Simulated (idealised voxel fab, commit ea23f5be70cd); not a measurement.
Herein follows the process module entitled voxel capacitor over wiring.
Cross-section cut spans 185 nm and uses square cells 5 nm in size.
Think of the cross-section as a grid of square cells. We describe it in bands, top to bottom, and each band covers one or more rows of those cells. This entry defines a band. It first specifies the height of the band's top and the height of its bottom in nm, and then specifies the band's materials from left to right, stating each material with its width in nm. The word "throughout" identifies a single material that fills the band from edge to edge, while the word "air" identifies empty space. Height is counted from the level 0, under which the received wafer is composed throughout of one material. The lowest of the bands is not closed at the bottom but continues downward, in the notation "0 and below". You'd read "30..40" like this: the band's top row of cells is as wide as the first number, its bottom row is as wide as the second, and going down, every row changes width by the same amount as the row before did. "no modification", as given for a step, is the statement that not any cell of the cross-section underwent a change during that step. You'll see "Unvented voids" listing empty spaces that have no way open to the top, as long as they're 8 cells or more; the notation is width x height at distance, where the distance is from the left edge, and all of it is in nm. Text after the settings on a step's line: the simulator's own remark on that step. overlay nm: for a step with a mask, the amount by which the mask lay right of where it was planned; a negative amount means left of it.
PLANNED STEP LIST FOR THE PROCESS
1) RECEIVE (material Si)
2) CONFORMAL_DEP (material SiO2; thk nm 10)
3) DIRECTIONAL_DEP (material TiN; thk nm 5)
4) DIRECTIONAL_DEP (material Ru; thk nm 15)
5) PATTERN (tone cover; mask id METAL_1; material resist; width nm 20; pitch nm 80; thk nm 15; overlay nm 0)
6) DIRECTIONAL_ETCH (etch materials Ru; depth nm 15)
7) DIRECTIONAL_ETCH (etch materials TiN; depth nm 5)
8) STRIP (etch materials resist)
9) FILL_DEP (material lowk; thk nm 10)
10) CMP (height nm 30)
11) CONFORMAL_DEP (material SiCN; thk nm 5)
12) DIRECTIONAL_DEP (material SiO2; thk nm 10)
13) DIRECTIONAL_DEP (material aC; thk nm 10)
14) PATTERN (tone open; mask id PLUG_1; material resist; width nm 15; thk nm 30; overlay nm 0)
15) DIRECTIONAL_ETCH (etch materials aC; depth nm 10)
16) STRIP (etch materials resist)
17) DIRECTIONAL_ETCH (etch materials SiO2; depth nm 10)
18) DIRECTIONAL_ETCH (etch materials SiCN; depth nm 5)
19) STRIP (etch materials aC)
20) EPI (material Ru; thk nm 10)
21) EPI (material Ru; thk nm 5)
22) DIRECTIONAL_DEP (material TiN; thk nm 5)
23) DIRECTIONAL_DEP (material SiN; thk nm 5)
24) DIRECTIONAL_DEP (material TiN; thk nm 10)
25) DIRECTIONAL_DEP (material aC; thk nm 15)
26) PATTERN (tone cover; mask id UPPER_PLATE; material resist; width nm 65; thk nm 30; overlay nm 0)
27) DIRECTIONAL_ETCH (etch materials aC; depth nm 15)
28) STRIP (etch materials resist)
29) DIRECTIONAL_ETCH (etch materials TiN; depth nm 10)
30) DIRECTIONAL_ETCH (etch materials SiN; depth nm 5)
31) STRIP (etch materials aC)
32) PATTERN (tone cover; mask id LOWER_PLATE; material resist; width nm 75; thk nm 15; overlay nm 0)
33) DIRECTIONAL_ETCH (etch materials TiN; depth nm 5)
34) STRIP (etch materials resist)
35) FILL_DEP (material SiO2; thk nm 20)
36) CMP (height nm 80)
37) PATTERN (tone open; mask id PLUG_2; material resist; width nm 15; thk nm 15; overlay nm 0)
38) DIRECTIONAL_ETCH (etch materials SiO2; depth nm 15)
39) STRIP (etch materials resist)
40) CONFORMAL_DEP (material TiN; thk nm 5)
41) FILL_DEP (material W; thk nm 5)
42) CMP (height nm 80)
43) CONFORMAL_DEP (material SiN; thk nm 5)
RECEIVED-STATE CROSS-SECTION, REFLECTING COMPLETION OF STEP 1
	0 and below = Si throughout
	Unvented voids: none
HERE'S THE WAFER CUT IN CROSS-SECTION AFTER THE MODULE, STARTED AND PLANNED JUST LIKE ABOVE, EXCEPT ONE THING WAS DONE WRONG IN THE RUN
	85 down to 80 = SiN throughout
	80 down to 70 = SiO2 55 nm  TiN 5 nm  W 5 nm  TiN 5 nm  SiO2 115 nm
	70 down to 65 = SiO2 55 nm  TiN 15 nm  SiO2 115 nm
	65 down to 55 = SiO2 45 nm  TiN 65 nm  SiO2 75 nm
	55 down to 50 = SiO2 45 nm  SiN 65 nm  SiO2 75 nm
	50 down to 45 = SiO2 40 nm  TiN 75 nm  SiO2 70 nm
	45 down to 35 = SiO2 45 nm  Ru 15 nm  SiO2 125 nm
	35 down to 30 = SiCN 45 nm  Ru 15 nm  SiCN 125 nm
	30 down to 15 = lowk 30 nm  Ru 20 nm  lowk 60 nm  Ru 20 nm  lowk 55 nm
	15 down to 10 = lowk 30 nm  TiN 20 nm  lowk 60 nm  TiN 20 nm  lowk 55 nm
	10 down to 0 = SiO2 throughout
	0 and below = Si throughout
	Unvented voids: none
Run error: heads up, step 5 didn't go per plan, it actually ran as PATTERN (tone cover; mask id METAL_1; material resist; width nm 20; pitch nm 80; thk nm 15; overlay nm -10)
